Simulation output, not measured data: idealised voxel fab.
process module | voxel trench capacitor
cross-section cut | 295 nm wide | cells 5 nm
A cross-section is a grid of square cells, given in bands from the top down. A band is one or more rows of cells.
Each band's line starts with the height of the band's top and of its bottom, in nm. Then come its materials from left to right, each with its width in nm. One material with "throughout" fills the band from edge to edge. "air" is empty space.
Height 0 is the level under which the wafer as received is all one material. The lowest band goes on downwards, as in "0 down".
A width such as "30 to 40" changes by the same amount from each row of cells to the next, from the band's top row to its bottom row.
"no change" after a step means that no cell of the cross-section changed.
closed voids: empty space of 8 cells or more with no open way to the top, each as width x height at its distance from the left edge, in nm
after a step's settings: what the simulator itself notes on the step
overlay nm, on a step with a mask: how far to the right of its planned place the mask lay; to the left if negative
plan
1 op RECEIVE | material Si
2 op CONFORMAL_DEP | material SiN | thk nm 10
3 op DIRECTIONAL_DEP | material aC | thk nm 10
4 op PATTERN | tone open | mask id TRENCH | material resist | width nm 15 | pitch nm 45 | thk nm 30 | overlay nm 0
5 op DIRECTIONAL_ETCH | etch materials aC | depth nm 10
6 op STRIP | etch materials resist
7 op DIRECTIONAL_ETCH | etch materials SiN | depth nm 10
8 op DIRECTIONAL_ETCH | etch materials Si | depth nm 30
9 op STRIP | etch materials aC
10 op CONFORMAL_DEP | material Al2O3 | thk nm 5
11 op FILL_DEP | material polySi | thk nm 5
12 op CMP | height nm 10
varied across the wafers: width nm of step 4. The plan shows the first wafer's value. All wafers start alike
first wafer as received, after step 1
  0 down: Si throughout
  closed voids: none
first wafer at the end, after step 12
  10 to 0: SiN 70 | Al2O3 5 | polySi 5 | Al2O3 5 | SiN 30 | Al2O3 5 | polySi 5 | Al2O3 5 | SiN 30 | Al2O3 5 | polySi 5 | Al2O3 5 | SiN 30 | Al2O3 5 | polySi 5 | Al2O3 5 | SiN 75
  0 to -25: Si 70 | Al2O3 5 | polySi 5 | Al2O3 5 | Si 30 | Al2O3 5 | polySi 5 | Al2O3 5 | Si 30 | Al2O3 5 | polySi 5 | Al2O3 5 | Si 30 | Al2O3 5 | polySi 5 | Al2O3 5 | Si 75
  -25 to -30: Si 70 | Al2O3 15 | Si 30 | Al2O3 15 | Si 30 | Al2O3 15 | Si 30 | Al2O3 15 | Si 75
  -30 down: Si throughout
  closed voids: none
last wafer at the end
  10 to 0: SiN 65 | Al2O3 5 | polySi 20 | Al2O3 5 | SiN 15 | Al2O3 5 | polySi 20 | Al2O3 5 | SiN 15 | Al2O3 5 | polySi 20 | Al2O3 5 | SiN 15 | Al2O3 5 | polySi 20 | Al2O3 5 | SiN 65
  0 to -25: Si 65 | Al2O3 5 | polySi 20 | Al2O3 5 | Si 15 | Al2O3 5 | polySi 20 | Al2O3 5 | Si 15 | Al2O3 5 | polySi 20 | Al2O3 5 | Si 15 | Al2O3 5 | polySi 20 | Al2O3 5 | Si 65
  -25 to -30: Si 65 | Al2O3 30 | Si 15 | Al2O3 30 | Si 15 | Al2O3 30 | Si 15 | Al2O3 30 | Si 65
  -30 down: Si throughout
  closed voids: none
each wafer at the end: cells of each material gained (+) or lost (-) since it was received, then its closed voids
width nm 15 | +68 Al2O3 | -72 Si | +94 SiN | +28 polySi | closed voids: none
width nm 20 | +72 Al2O3 | -96 Si | +86 SiN | +56 polySi | closed voids: none
width nm 25 | +76 Al2O3 | -120 Si | +78 SiN | +84 polySi | closed voids: none
width nm 30 | +80 Al2O3 | -144 Si | +70 SiN | +112 polySi | closed voids: none
